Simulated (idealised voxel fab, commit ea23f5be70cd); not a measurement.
Process module in this document: voxel gate over fins
Square cells of 5 nm make up the cross-section cut, whose width is 245 nm.
For the purposes of this document, a cross-section shall be understood as a grid of square cells, specified as bands listed in top-to-bottom order, each band consisting of one or more rows of cells. Basically the band line says how high the top is and how high the bottom is, in nm, and then what's in it from left to right, every material with its width in nm. Empty space shows up as "blank", and if a single material carries "all across" it runs the full band edge to edge. Note: height 0 marks the level under which the wafer is uniformly one material as received. Lowest band unbounded below, written "z 0 and below". Per-row width for "30..40": begins at first number (top row of band), ends at second number (bottom row), increment between rows held constant. "nothing changed" after a step means that no cell of the cross-section changed. Tabulated closed voids: empty space of 8 cells or more with no open way to the top, each as width x height at its distance from the left edge, in nm. On a step's line, text after the settings is the simulator commenting on that step. Among the settings permitted on a step's line is "overlay nm"; applied to a step with a mask, it specifies the extent to which the mask lay to the right of its planned position, whereas a negative figure signifies a position to the left.
Process steps foreseen in the plan
1: op RECEIVE | material Si
2: op CONFORMAL_DEP | material SiN | thk nm 10
3: op DIRECTIONAL_DEP | material aC | thk nm 10
4: op PATTERN | tone cover | mask id FINS | material resist | width nm 15 | pitch nm 55 | thk nm 30 | overlay nm 0
5: op DIRECTIONAL_ETCH | etch materials aC | depth nm 10
6: op STRIP | etch materials resist
7: op DIRECTIONAL_ETCH | etch materials SiN | depth nm 10
8: op DIRECTIONAL_ETCH | etch materials Si | depth nm 40
9: op STRIP | etch materials aC
10: op OXIDIZE | depth nm 5
11: op FILL_DEP | material SiO2 | thk nm 10
12: op CMP | height nm 10
13: op PATTERN | tone open | mask id RAIL | material resist | width nm 15 | thk nm 15 | overlay nm 0
14: op DIRECTIONAL_ETCH | etch materials SiO2 | depth nm 45
15: op STRIP | etch materials resist
16: op CONFORMAL_DEP | material TiN | thk nm 5
17: op FILL_DEP | material Ru | thk nm 10
18: op CMP | height nm 10
19: op SELECTIVE_ETCH | etch materials W Ru TiN | depth nm 30
20: op FILL_DEP | material SiO2 | thk nm 5
21: op CMP | height nm 10
22: op SELECTIVE_ETCH | etch materials SiO2 | depth nm 20
23: op STRIP | etch materials SiN
24: op CONFORMAL_DEP | material HfO2 | thk nm 5
25: op CONFORMAL_DEP | material TiN | thk nm 5
26: op FILL_DEP | material W | thk nm 15
27: op CMP | height nm 20
28: op CONFORMAL_DEP | material SiN | thk nm 5
Below: the first of two wafers, run as planned
This is the cross-section of the wafer as we received it, i.e. after step 1
* z 0 and below = Si all across
* Tabulated closed voids: none
The wafer, seen in cross-section, after step 2
* z 10 to 0 = SiN all across
* Below 0, the layers are the same as they were.
The wafer, seen in cross-section, after step 3
* z 20 to 10 = aC all across
* Below 10, the layers are the same as they were.
The wafer, seen in cross-section, after step 4
* z 50 to 20 = 85 of blank, 15 of resist, 40 of blank, 15 of resist, 90 of blank
* Below 20, the layers are the same as they were.
The wafer, seen in cross-section, after step 5
* z 40 to 20 = 85 of blank, 15 of resist, 40 of blank, 15 of resist, 90 of blank
* z 20 to 10 = 85 of blank, 15 of aC, 40 of blank, 15 of aC, 90 of blank
* Below 10, the layers are the same as they were.
The wafer, seen in cross-section, after step 6
* z 20 to 10 = 85 of blank, 15 of aC, 40 of blank, 15 of aC, 90 of blank
* Below 10, the layers are the same as they were.
The wafer, seen in cross-section, after step 7
* z 20 to 10 = 85 of blank, 15 of aC, 40 of blank, 15 of aC, 90 of blank
* z 10 to 0 = 85 of blank, 15 of SiN, 40 of blank, 15 of SiN, 90 of blank
* Below 0, the layers are the same as they were.
The wafer, seen in cross-section, after step 8
* z 20 to 10 = 85 of blank, 15 of aC, 40 of blank, 15 of aC, 90 of blank
* z 10 to 0 = 85 of blank, 15 of SiN, 40 of blank, 15 of SiN, 90 of blank
* z 0 to -40 = 85 of blank, 15 of Si, 40 of blank, 15 of Si, 90 of blank
* Below -40, the layers are the same as they were.
The wafer, seen in cross-section, after step 9
* z 10 to 0 = 85 of blank, 15 of SiN, 40 of blank, 15 of SiN, 90 of blank
* Below 0, the layers are the same as they were.
The wafer, seen in cross-section, after step 10
* z 10 to 0 = 85 of blank, 15 of SiN, 40 of blank, 15 of SiN, 90 of blank
* z 0 to -40 = 85 of blank, 5 of SiO2, 5 of Si, 5 of SiO2, 40 of blank, 5 of SiO2, 5 of Si, 5 of SiO2, 90 of blank
* z -40 to -45 = 90 of SiO2, 5 of Si, 50 of SiO2, 5 of Si, 95 of SiO2
* Below -45, the layers are the same as they were.
The wafer, seen in cross-section, after step 11
* z 20 to 10 = SiO2 all across
* z 10 to 0 = 85 of SiO2, 15 of SiN, 40 of SiO2, 15 of SiN, 90 of SiO2
* z 0 to -45 = 90 of SiO2, 5 of Si, 50 of SiO2, 5 of Si, 95 of SiO2
* Below -45, the layers are the same as they were.
The wafer, seen in cross-section, after step 12
* z 10 to 0 = 85 of SiO2, 15 of SiN, 40 of SiO2, 15 of SiN, 90 of SiO2
* Below 0, the layers are the same as they were.
The wafer, seen in cross-section, after step 13
* z 25 to 10 = 110 of resist, 15 of blank, 120 of resist
* Below 10, the layers are the same as they were.
The wafer, seen in cross-section, after step 14
* z 25 to 10 = 110 of resist, 15 of blank, 120 of resist
* z 10 to 0 = 85 of SiO2, 15 of SiN, 10 of SiO2, 15 of blank, 15 of SiO2, 15 of SiN, 90 of SiO2
* z 0 to -35 = 90 of SiO2, 5 of Si, 15 of SiO2, 15 of blank, 20 of SiO2, 5 of Si, 95 of SiO2
* Below -35, the layers are the same as they were.
The wafer, seen in cross-section, after step 15
* z 10 to 0 = 85 of SiO2, 15 of SiN, 10 of SiO2, 15 of blank, 15 of SiO2, 15 of SiN, 90 of SiO2
* Below 0, the layers are the same as they were.
The wafer, seen in cross-section, after step 16
* z 15 to 10 = 115 of TiN, 5 of blank, 125 of TiN
* z 10 to 0 = 85 of SiO2, 15 of SiN, 10 of SiO2, 5 of TiN, 5 of blank, 5 of TiN, 15 of SiO2, 15 of SiN, 90 of SiO2
* z 0 to -30 = 90 of SiO2, 5 of Si, 15 of SiO2, 5 of TiN, 5 of blank, 5 of TiN, 20 of SiO2, 5 of Si, 95 of SiO2
* z -30 to -35 = 90 of SiO2, 5 of Si, 15 of SiO2, 15 of TiN, 20 of SiO2, 5 of Si, 95 of SiO2
* Below -35, the layers are the same as they were.
The wafer, seen in cross-section, after step 17
* z 25 to 15 = Ru all across
* z 15 to 10 = 115 of TiN, 5 of Ru, 125 of TiN
* z 10 to 0 = 85 of SiO2, 15 of SiN, 10 of SiO2, 5 of TiN, 5 of Ru, 5 of TiN, 15 of SiO2, 15 of SiN, 90 of SiO2
* z 0 to -30 = 90 of SiO2, 5 of Si, 15 of SiO2, 5 of TiN, 5 of Ru, 5 of TiN, 20 of SiO2, 5 of Si, 95 of SiO2
* Below -30, the layers are the same as they were.
The wafer, seen in cross-section, after step 18
* z 10 to 0 = 85 of SiO2, 15 of SiN, 10 of SiO2, 5 of TiN, 5 of Ru, 5 of TiN, 15 of SiO2, 15 of SiN, 90 of SiO2
* Below 0, the layers are the same as they were.
The wafer, seen in cross-section, after step 19
* z 10 to 0 = 85 of SiO2, 15 of SiN, 10 of SiO2, 15 of blank, 15 of SiO2, 15 of SiN, 90 of SiO2
* z 0 to -20 = 90 of SiO2, 5 of Si, 15 of SiO2, 15 of blank, 20 of SiO2, 5 of Si, 95 of SiO2
* Below -20, the layers are the same as they were.
The wafer, seen in cross-section, after step 20
* z 15 to 10 = SiO2 all across
* z 10 to 0 = 85 of SiO2, 15 of SiN, 40 of SiO2, 15 of SiN, 90 of SiO2
* z 0 to -20 = 90 of SiO2, 5 of Si, 50 of SiO2, 5 of Si, 95 of SiO2
* Below -20, the layers are the same as they were.
The wafer, seen in cross-section, after step 21
* z 10 to 0 = 85 of SiO2, 15 of SiN, 40 of SiO2, 15 of SiN, 90 of SiO2
* Below 0, the layers are the same as they were.
The wafer, seen in cross-section, after step 22
* z 10 to 0 = 85 of blank, 15 of SiN, 40 of blank, 15 of SiN, 90 of blank
* z 0 to -10 = 90 of blank, 5 of Si, 50 of blank, 5 of Si, 95 of blank
* Below -10, the layers are the same as they were.
The wafer, seen in cross-section, after step 23
* z 0 to -10 = 90 of blank, 5 of Si, 50 of blank, 5 of Si, 95 of blank
* Below -10, the layers are the same as they were.
The wafer, seen in cross-section, after step 24
* z 5 to 0 = 85 of blank, 15 of HfO2, 40 of blank, 15 of HfO2, 90 of blank
* z 0 to -5 = 85 of blank, 5 of HfO2, 5 of Si, 5 of HfO2, 40 of blank, 5 of HfO2, 5 of Si, 5 of HfO2, 90 of blank
* z -5 to -10 = 90 of HfO2, 5 of Si, 50 of HfO2, 5 of Si, 95 of HfO2
* Below -10, the layers are the same as they were.
The wafer, seen in cross-section, after step 25
* z 10 to 5 = 80 of blank, 25 of TiN, 30 of blank, 25 of TiN, 85 of blank
* z 5 to 0 = 80 of blank, 5 of TiN, 15 of HfO2, 5 of TiN, 30 of blank, 5 of TiN, 15 of HfO2, 5 of TiN, 85 of blank
* z 0 to -5 = 85 of TiN, 5 of HfO2, 5 of Si, 5 of HfO2, 40 of TiN, 5 of HfO2, 5 of Si, 5 of HfO2, 90 of TiN
* Below -5, the layers are the same as they were.
The wafer, seen in cross-section, after step 26
* z 25 to 10 = W all across
* z 10 to 5 = 80 of W, 25 of TiN, 30 of W, 25 of TiN, 85 of W
* z 5 to 0 = 80 of W, 5 of TiN, 15 of HfO2, 5 of TiN, 30 of W, 5 of TiN, 15 of HfO2, 5 of TiN, 85 of W
* Below 0, the layers are the same as they were.
The wafer, seen in cross-section, after step 27
* z 20 to 10 = W all across
* Below 10, the layers are the same as they were.
The wafer, seen in cross-section, after step 28
* z 25 to 20 = SiN all across
* Below 20, the layers are the same as they were.
Wafer two of the pair: same origin, same plan, one error during the run; identical to wafer one up to and including step 21
Second wafer at the planned finish of step 22, seen in cross-section
* z 10 to 0 = 85 of SiO2, 15 of blank, 40 of SiO2, 15 of blank, 90 of SiO2
* Below 0, the layers are the same as they were.
Second wafer at the planned finish of step 23, seen in cross-section
* z 0 to -10 = 90 of blank, 5 of Si, 50 of blank, 5 of Si, 95 of blank
* z -10 to -20 = 65 of SiO2, 25 of blank, 5 of Si, 50 of blank, 5 of Si, 25 of blank, 70 of SiO2
* Below -20, the layers are the same as they were.
Second wafer at the planned finish of step 24, seen in cross-section
* z 5 to 0 = 85 of blank, 15 of HfO2, 40 of blank, 15 of HfO2, 90 of blank
* z 0 to -5 = 85 of blank, 5 of HfO2, 5 of Si, 5 of HfO2, 40 of blank, 5 of HfO2, 5 of Si, 5 of HfO2, 90 of blank
* z -5 to -10 = 70 of HfO2, 15 of blank, 5 of HfO2, 5 of Si, 5 of HfO2, 40 of blank, 5 of HfO2, 5 of Si, 5 of HfO2, 15 of blank, 75 of HfO2
* z -10 to -15 = 65 of SiO2, 5 of HfO2, 15 of blank, 5 of HfO2, 5 of Si, 5 of HfO2, 40 of blank, 5 of HfO2, 5 of Si, 5 of HfO2, 15 of blank, 5 of HfO2, 70 of SiO2
* z -15 to -20 = 65 of SiO2, 25 of HfO2, 5 of Si, 50 of HfO2, 5 of Si, 25 of HfO2, 70 of SiO2
* Below -20, the layers are the same as they were.
Second wafer at the planned finish of step 25, seen in cross-section
* z 10 to 5 = 80 of blank, 25 of TiN, 30 of blank, 25 of TiN, 85 of blank
* z 5 to 0 = 80 of blank, 5 of TiN, 15 of HfO2, 5 of TiN, 30 of blank, 5 of TiN, 15 of HfO2, 5 of TiN, 85 of blank
* z 0 to -5 = 75 of TiN, 5 of blank, 5 of TiN, 5 of HfO2, 5 of Si, 5 of HfO2, 5 of TiN, 30 of blank, 5 of TiN, 5 of HfO2, 5 of Si, 5 of HfO2, 5 of TiN, 5 of blank, 80 of TiN
* z -5 to -10 = 70 of HfO2, 5 of TiN, 5 of blank, 5 of TiN, 5 of HfO2, 5 of Si, 5 of HfO2, 5 of TiN, 30 of blank, 5 of TiN, 5 of HfO2, 5 of Si, 5 of HfO2, 5 of TiN, 5 of blank, 5 of TiN, 75 of HfO2
* z -10 to -15 = 65 of SiO2, 5 of HfO2, 15 of TiN, 5 of HfO2, 5 of Si, 5 of HfO2, 40 of TiN, 5 of HfO2, 5 of Si, 5 of HfO2, 15 of TiN, 5 of HfO2, 70 of SiO2
* Below -15, the layers are the same as they were.
Second wafer at the planned finish of step 26, seen in cross-section
* z 25 to 10 = W all across
* z 10 to 5 = 80 of W, 25 of TiN, 30 of W, 25 of TiN, 85 of W
* z 5 to 0 = 80 of W, 5 of TiN, 15 of HfO2, 5 of TiN, 30 of W, 5 of TiN, 15 of HfO2, 5 of TiN, 85 of W
* z 0 to -5 = 75 of TiN, 5 of W, 5 of TiN, 5 of HfO2, 5 of Si, 5 of HfO2, 5 of TiN, 30 of W, 5 of TiN, 5 of HfO2, 5 of Si, 5 of HfO2, 5 of TiN, 5 of W, 80 of TiN
* z -5 to -10 = 70 of HfO2, 5 of TiN, 5 of W, 5 of TiN, 5 of HfO2, 5 of Si, 5 of HfO2, 5 of TiN, 30 of W, 5 of TiN, 5 of HfO2, 5 of Si, 5 of HfO2, 5 of TiN, 5 of W, 5 of TiN, 75 of HfO2
* Below -10, the layers are the same as they were.
Second wafer at the planned finish of step 27, seen in cross-section
* z 20 to 10 = W all across
* Below 10, the layers are the same as they were.
Second wafer at the planned finish of step 28, seen in cross-section
* z 25 to 20 = SiN all across
* Below 20, the layers are the same as they were.
What went wrong in running the wafer? deviation from plan: step 23 and step 22 executed in one another's positions
Counted in cells at the end, the second wafer holds more or fewer of these materials than the first: HfO2: 12 more | SiO2: 40 fewer | TiN: 12 more | W: 16 more
